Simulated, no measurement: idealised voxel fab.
Herein follows the process module entitled voxel plated lines.
Square cell edge 5 nm, section width 165 nm, ID cut.
Cross-section spec: square-cell grid; bands listed top down; each band is one or more rows. Band: top height; bottom height; in nm. Then, left to right: material with width in nm, for each material. "throughout": a single material spanning edge to edge. "empty": empty space. Height datum 0, below which the as-received substrate wafer is one material. Lowest band open at the bottom, running downward: "z 0 and below". With a width like "30..40", each row of cells in the band differs from the next by the same amount, the top row carrying the first number and the bottom row the second. Key: "remained unchanged" - step with no changed cell in the cross-section. In the "Sealed void list" entry, you get each enclosed empty space of 8 cells or more, one with no open way to the top, written width x height at distance, distance from the left edge, in nm. That trailing text on a step's line, after the settings, is the simulator's own remark on the step. "overlay nm" denotes, for a step that has a mask, the displacement of the mask to the right of its planned place, with negative values corresponding to the left.
The planned process steps are enumerated hereunder:
1 RECEIVE with material Si
2 CONFORMAL_DEP with material Al2O3, thk nm 10
3 DIRECTIONAL_DEP with material TiN, thk nm 5
4 PATTERN with tone open, mask id LINES, material resist, width nm 15, pitch nm 40, thk nm 35, overlay nm 0
5 EPI with material Ru, thk nm 5
6 EPI with material Ru, thk nm 10
7 EPI with material Ru, thk nm 10
8 STRIP with etch materials resist
9 DIRECTIONAL_ETCH with etch materials TiN, depth nm 5
10 CONFORMAL_DEP with material SiO2, thk nm 10
Cross-section of the wafer as it came to us, i.e., already through step 1:
	z 0 and below | Si throughout
	Sealed void list: none
First of two wafers at the end of the module, shown in cross-section; run carried out as planned:
	z 50 to 40 | empty=25; SiO2=35; empty=5; SiO2=35; empty=5; SiO2=35; empty=25
	z 40 to 20 | empty=25; SiO2=10; Ru=15; SiO2=10; empty=5; SiO2=10; Ru=15; SiO2=10; empty=5; SiO2=10; Ru=15; SiO2=10; empty=25
	z 20 to 15 | SiO2=35; Ru=15; SiO2=25; Ru=15; SiO2=25; Ru=15; SiO2=35
	z 15 to 10 | SiO2=35; TiN=15; SiO2=25; TiN=15; SiO2=25; TiN=15; SiO2=35
	z 10 to 0 | Al2O3 throughout
	z 0 and below | Si throughout
	Sealed void list: none
The second wafer, shown in cross-section after the module: started the same way as the first and given the same plan, yet one mistake crept into how it was run:
	z 50 to 40 | SiO2 throughout
	z 40 to 15 | Ru=35; SiO2=15; Ru=25; SiO2=15; Ru=25; SiO2=15; Ru=35
	z 15 to 10 | TiN=35; SiO2=15; TiN=25; SiO2=15; TiN=25; SiO2=15; TiN=35
	z 10 to 0 | Al2O3 throughout
	z 0 and below | Si throughout
	Sealed void list: none
Processing error: step 4 was not run as planned; what actually ran was PATTERN with tone cover, mask id LINES, material resist, width nm 15, pitch nm 40, thk nm 35, overlay nm 0
End of process, cell counts, second wafer against first, materials with more or fewer: 75 more of Ru; 18 fewer of SiO2; 15 more of TiN
